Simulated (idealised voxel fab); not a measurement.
The name of this process module is voxel self aligned vias.
Square cells of 5 nm make up the cross-section cut, whose width is 210 nm.
Reading order for cross-sections: top band down to bottom band. Underlying form: a grid of square cells. Band size: one or more rows of cells.
What a band's entry tells you: where the top is and where the bottom is, as heights in nm, and after that what lies inside, material by material from left to right, each with its width in nm. Empty space is written as the word "blank", and a single material marked with the word "edge to edge" occupies the band from edge to edge.
Basically, 0 is our baseline, since under it the wafer straight out of the box is all one material. The bottom band has no lower end and keeps on going down, so it looks like "z 0 and below".
Width spec "30..40" -> top row of cells at first value, bottom row at second value, equal per-row change in between.
No cell of the cross-section changed in a step that is given as "nothing altered".
If an empty space has no open way to the top and is at least 8 cells in size, "Voids, enclosed" lists it, written width x height at distance, where distance is measured from the left edge and every value is in nm.
Heads up: the bit after the settings on a step's line is the simulator's remark on that step.
Steps that use a mask can have "overlay nm" on their line. It says how far the mask sat to the right of where it was meant to be. Negative means to the left.

### The following list gives the planned process steps
1) RECEIVE | material Si
2) CONFORMAL_DEP | material SiO2 | thk nm 15
3) CONFORMAL_DEP | material SiCN | thk nm 5
4) DIRECTIONAL_DEP | material lowk | thk nm 20
5) DIRECTIONAL_DEP | material aC | thk nm 10
6) PATTERN | tone open | mask id LINES | material resist | width nm 25 | pitch nm 65 | thk nm 25 | overlay nm 0
7) DIRECTIONAL_ETCH | etch materials aC | depth nm 10
8) STRIP | etch materials resist
9) DIRECTIONAL_ETCH | etch materials lowk | depth nm 20
10) STRIP | etch materials aC
11) CONFORMAL_DEP | material TiN | thk nm 5
12) FILL_DEP | material Ru | thk nm 10
13) CMP | height nm 40
14) SELECTIVE_ETCH | etch materials W Ru TiN | depth nm 10
15) FILL_DEP | material SiN | thk nm 10
16) CMP | height nm 40
17) DIRECTIONAL_DEP | material lowk | thk nm 15
18) PATTERN | tone open | mask id VIAS | material resist | width nm 45 | pitch nm 65 | thk nm 15 | overlay nm 0
19) DIRECTIONAL_ETCH | etch materials lowk | depth nm 15
20) DIRECTIONAL_ETCH | etch materials SiN | depth nm 10
21) STRIP | etch materials resist
22) CONFORMAL_DEP | material TiN | thk nm 5
23) FILL_DEP | material W | thk nm 5
24) CMP | height nm 55
25) CONFORMAL_DEP | material SiN | thk nm 5

### Cross-section of the wafer at receipt, which is the condition after step 1
	z 0 and below: Si edge to edge
	Voids, enclosed: none

### Post-module cross-section: identical start and plan to those above, one misstep in execution
	z 60 to 55: SiN edge to edge
	z 55 to 45: 15 nm lowk  5 nm TiN  35 nm W  5 nm TiN  20 nm lowk  5 nm TiN  35 nm W  5 nm TiN  20 nm lowk  5 nm TiN  35 nm W  5 nm TiN  20 nm lowk
	z 45 to 40: 15 nm lowk  45 nm TiN  20 nm lowk  45 nm TiN  20 nm lowk  45 nm TiN  20 nm lowk
	z 40 to 35: SiCN edge to edge
	z 35 to 15: lowk edge to edge
	z 15 to 0: SiO2 edge to edge
	z 0 and below: Si edge to edge
	Voids, enclosed: none
What was the processing mistake? steps 3 and 4: order swapped relative to plan
